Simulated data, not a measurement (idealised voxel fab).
process module | voxel transistor to metal
cross-section cut | 150 nm wide | cells 5 nm
A cross-section is a grid of square cells, given in bands from the top down. A band is one or more rows of cells.
Each band's line starts with the height of the band's top and of its bottom, in nm. Then come its materials from left to right, each with its width in nm. One material with "throughout" fills the band from edge to edge. "air" is empty space.
Height 0 is the level under which the wafer as received is all one material. The lowest band goes on downwards, as in "0 down".
A width such as "30 to 40" changes by the same amount from each row of cells to the next, from the band's top row to its bottom row.
"no change" after a step means that no cell of the cross-section changed.
closed voids: empty space of 8 cells or more with no open way to the top, each as width x height at its distance from the left edge, in nm
after a step's settings: what the simulator itself notes on the step
overlay nm, on a step with a mask: how far to the right of its planned place the mask lay; to the left if negative
plan
1 op RECEIVE | material Si
2 op OXIDIZE | depth nm 5
3 op CONFORMAL_DEP | material SiN | thk nm 10
4 op MASKED_ETCH | tone cover | mask id ACTIVE | width nm 115 | etch materials SiN | depth nm 10 | overlay nm 0
5 op MASKED_ETCH | tone cover | mask id ACTIVE | width nm 115 | etch materials SiO2 | depth nm 5 | overlay nm 0
6 op MASKED_ETCH | tone cover | mask id ACTIVE | width nm 115 | etch materials Si | depth nm 20 | overlay nm 0
7 op FILL_DEP | material SiO2 | thk nm 15
8 op CMP | height nm 10
9 op SELECTIVE_ETCH | etch materials SiO2 | depth nm 5
10 op STRIP | etch materials SiN
11 op SELECTIVE_ETCH | etch materials SiO2 | depth nm 5
12 op OXIDIZE | depth nm 5
13 op DIRECTIONAL_DEP | material polySi | thk nm 30
14 op DIRECTIONAL_DEP | material SiCN | thk nm 15
15 op MASKED_ETCH | tone cover | mask id GATE | width nm 35 | etch materials SiCN | depth nm 25 | overlay nm 0
16 op MASKED_ETCH | tone cover | mask id GATE | width nm 35 | etch materials polySi | depth nm 40 | overlay nm 0
17 op CONFORMAL_DEP | material SiN | thk nm 5
18 op DIRECTIONAL_ETCH | etch materials SiN | depth nm 5
19 op DIRECTIONAL_ETCH | etch materials SiO2 | depth nm 5
20 op DIRECTIONAL_ETCH | etch materials Si | depth nm 5
21 op EPI | material nSi | thk nm 5
22 op FILL_DEP | material SiO2 | thk nm 10
23 op CMP | height nm 25
24 op STRIP | etch materials polySi
25 op SELECTIVE_ETCH | etch materials SiO2 | depth nm 5
26 op CONFORMAL_DEP | material HfO2 | thk nm 5
27 op CONFORMAL_DEP | material TiN | thk nm 5
28 op FILL_DEP | material W | thk nm 5
29 op CMP | height nm 20
30 op DIRECTIONAL_DEP | material SiO2 | thk nm 15
31 op DIRECTIONAL_DEP | material aC | thk nm 15
32 op PATTERN | tone open | mask id CONTACT | material resist | width nm 15 | pitch nm 80 | thk nm 30 | overlay nm 0
33 op DIRECTIONAL_ETCH | etch materials aC | depth nm 15
34 op STRIP | etch materials resist
35 op DIRECTIONAL_ETCH | etch materials SiO2 | depth nm 45
36 op STRIP | etch materials aC
37 op CONFORMAL_DEP | material TiN | thk nm 5
38 op FILL_DEP | material W | thk nm 10
39 op CMP | height nm 35
40 op DIRECTIONAL_DEP | material TiN | thk nm 5
41 op DIRECTIONAL_DEP | material Ru | thk nm 25
42 op PATTERN | tone cover | mask id METAL_1 | material resist | width nm 15 | pitch nm 80 | thk nm 15 | overlay nm 0
43 op DIRECTIONAL_ETCH | etch materials Ru | depth nm 25
44 op DIRECTIONAL_ETCH | etch materials TiN | depth nm 5
45 op STRIP | etch materials resist
46 op FILL_DEP | material lowk | thk nm 10
47 op CMP | height nm 65
48 op CONFORMAL_DEP | material SiN | thk nm 5
as received, after step 1
  0 down: Si throughout
  closed voids: none
a wafer at the end: this start, this plan, one mistake
  70 to 65: SiN throughout
  65 to 40: lowk 25 | Ru 20 | lowk 60 | Ru 20 | lowk 25
  40 to 35: lowk 25 | TiN 20 | lowk 60 | TiN 20 | lowk 25
  35 to 20: SiO2 25 | TiN 5 | W 5 | TiN 5 | SiO2 65 | TiN 5 | W 5 | TiN 5 | SiO2 30
  20 to 0: SiO2 25 | TiN 5 | W 5 | TiN 5 | SiO2 10 | SiN 5 | HfO2 5 | TiN 5 | W 15 | TiN 5 | HfO2 5 | SiN 5 | SiO2 10 | TiN 5 | W 5 | TiN 5 | SiO2 30
  0 to -5: SiO2 10 | SiN 5 | SiO2 10 | TiN 5 | W 5 | TiN 5 | SiO2 10 | SiN 5 | HfO2 5 | TiN 25 | HfO2 5 | SiN 5 | SiO2 10 | TiN 5 | W 5 | TiN 5 | SiO2 10 | SiN 5 | SiO2 15
  -5 to -10: SiO2 25 | TiN 15 | SiO2 5 | nSi 5 | HfO2 45 | nSi 5 | SiO2 5 | TiN 15 | SiO2 30
  -10 to -15: SiO2 15 | nSi 35 | Si 45 | nSi 35 | SiO2 20
  -15 to -25: SiO2 15 | Si 115 | SiO2 20
  -25 down: Si throughout
  closed voids: none
what went wrong: step 42 ran as: op PATTERN | tone cover | mask id METAL_1 | material resist | width nm 20 | pitch nm 80 | thk nm 15 | overlay nm 0
